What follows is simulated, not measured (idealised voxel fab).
Process module heading - voxel released beams
Square cell edge 5 nm, section width 215 nm, ID cut.
A cross-section is a grid of square cells, given in bands from the top down. A band is one or more rows of cells.
Quick guide to a band line: top height, bottom height (nm) up front; then every material left to right with its width in nm. Only one material and it's marked "all across"? Then it fills the band edge to edge. And "air" just means empty space.
A quick word on heights: they are counted from 0, and under that level the wafer as it came to us is one material throughout. The lowest band is different from the rest in having no bottom; it simply continues downward, written as in "0 down".
The width entry "30..40" should be interpreted row by row: the top row of cells in the band takes the first number, the bottom row takes the second number, and the change between adjacent rows is uniform throughout.
Where the words "everything unchanged" appear for a step, the cross-section shows no cell changed by that step; every cell remained as before.
You'll see "Enclosed voids" listing empty spaces that have no way open to the top, as long as they're 8 cells or more; the notation is width x height at distance, where the distance is from the left edge, and all of it is in nm.
Text after the settings on a step's line: the simulator's own remark on that step.
You can add "overlay nm" to a step's line. For a step with a mask, it describes how far the mask lay to the right of its planned position, and a negative number describes a lay to the left.

# plan
| 1 | RECEIVE,material Si |
| 2 | CONFORMAL_DEP,material Al2O3,thk nm 5 |
| 3 | DIRECTIONAL_DEP,material SiO2,thk nm 15 |
| 4 | DIRECTIONAL_DEP,material aC,thk nm 15 |
| 5 | PATTERN,tone open,mask id ANCHOR,material resist,width nm 35,thk nm 35,overlay nm -15 |
| 6 | DIRECTIONAL_ETCH,etch materials aC,depth nm 15 |
| 7 | STRIP,etch materials resist |
| 8 | DIRECTIONAL_ETCH,etch materials SiO2,depth nm 15 |
| 9 | STRIP,etch materials aC |
| 10 | CONFORMAL_DEP,material SiN,thk nm 15 |
| 11 | PATTERN,tone cover,mask id BEAM,material resist,width nm 95,thk nm 15,overlay nm 0 |
| 12 | DIRECTIONAL_ETCH,etch materials SiN,depth nm 15 |
| 13 | STRIP,etch materials resist |
| 14 | STRIP,etch materials SiO2 |
Among the wafers covered here, the point of difference is the overlay nm at step 5; their starting state is shared, and the plan presents the value of the first wafer.

# Cross-section of the first incoming wafer of several, state after step 1
- 0 down = Si all across
- Enclosed voids: none

# So in this table every wafer gets its own row, and what you see is where it stands at the end of the module: for each material, how many cells it picked up (+) or gave up (-) since we received it, and after that its closed voids
overlay nm -15 | +43 Al2O3 | +75 SiN | Enclosed voids: none
overlay nm -10 | +43 Al2O3 | +75 SiN | Enclosed voids: none
overlay nm -5 | +43 Al2O3 | +75 SiN | Enclosed voids: none
overlay nm 0 | +43 Al2O3 | +75 SiN | Enclosed voids: none
overlay nm 5 | +43 Al2O3 | +75 SiN | Enclosed voids: none
overlay nm 10 | +43 Al2O3 | +75 SiN | Enclosed voids: none
overlay nm 15 | +43 Al2O3 | +75 SiN | Enclosed voids: none
